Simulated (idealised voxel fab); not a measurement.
process module | voxel lift off
cross-section cut | 300 nm wide | cells 5 nm
A cross-section is a grid of square cells, given in bands from the top down. A band is one or more rows of cells.
Each band's line starts with the height of the band's top and of its bottom, in nm. Then come its materials from left to right, each with its width in nm. One material with "throughout" fills the band from edge to edge. "air" is empty space.
Height 0 is the level under which the wafer as received is all one material. The lowest band goes on downwards, as in "0 down".
A width such as "30 to 40" changes by the same amount from each row of cells to the next, from the band's top row to its bottom row.
"no change" after a step means that no cell of the cross-section changed.
closed voids: empty space of 8 cells or more with no open way to the top, each as width x height at its distance from the left edge, in nm
after a step's settings: what the simulator itself notes on the step
overlay nm, on a step with a mask: how far to the right of its planned place the mask lay; to the left if negative
plan
1 op RECEIVE | material Si
2 op CONFORMAL_DEP | material Al2O3 | thk nm 5
3 op PATTERN | tone open | mask id LINES | material resist | width nm 20 | pitch nm 45 | thk nm 15 | overlay nm 0
4 op DIRECTIONAL_DEP | material Ru | thk nm 5
5 op STRIP | etch materials resist
6 op CONFORMAL_DEP | material SiO2 | thk nm 5
first wafer, as planned
as received, after step 1
  0 down: Si throughout
  closed voids: none
after step 2
  5 to 0: Al2O3 throughout
  below 0: unchanged
after step 3
  20 to 5: resist 95 | air 20 | resist 25 | air 20 | resist 25 | air 20 | resist 95
  below 5: unchanged
after step 4
  25 to 20: Ru 95 | air 20 | Ru 25 | air 20 | Ru 25 | air 20 | Ru 95
  20 to 10: resist 95 | air 20 | resist 25 | air 20 | resist 25 | air 20 | resist 95
  10 to 5: resist 95 | Ru 20 | resist 25 | Ru 20 | resist 25 | Ru 20 | resist 95
  below 5: unchanged
after step 5
  10 to 5: air 95 | Ru 20 | air 25 | Ru 20 | air 25 | Ru 20 | air 95
  below 5: unchanged
after step 6
  15 to 10: air 90 | SiO2 30 | air 15 | SiO2 30 | air 15 | SiO2 30 | air 90
  10 to 5: SiO2 95 | Ru 20 | SiO2 25 | Ru 20 | SiO2 25 | Ru 20 | SiO2 95
  below 5: unchanged
second wafer: like start, like plan, one mistake. Through step 2 it matches the first wafer
when step 3 should have ended
  20 to 5: resist 85 | air 20 | resist 25 | air 20 | resist 25 | air 20 | resist 105
  below 5: unchanged
when step 4 should have ended
  25 to 20: Ru 85 | air 20 | Ru 25 | air 20 | Ru 25 | air 20 | Ru 105
  20 to 10: resist 85 | air 20 | resist 25 | air 20 | resist 25 | air 20 | resist 105
  10 to 5: resist 85 | Ru 20 | resist 25 | Ru 20 | resist 25 | Ru 20 | resist 105
  below 5: unchanged
when step 5 should have ended
  10 to 5: air 85 | Ru 20 | air 25 | Ru 20 | air 25 | Ru 20 | air 105
  below 5: unchanged
when step 6 should have ended
  15 to 10: air 80 | SiO2 30 | air 15 | SiO2 30 | air 15 | SiO2 30 | air 100
  10 to 5: SiO2 85 | Ru 20 | SiO2 25 | Ru 20 | SiO2 25 | Ru 20 | SiO2 105
  below 5: unchanged
what went wrong: step 3 ran as: op PATTERN | tone open | mask id LINES | material resist | width nm 20 | pitch nm 45 | thk nm 15 | overlay nm -10
at the end the second wafer has, in cells: as many of each material as the first, in other places
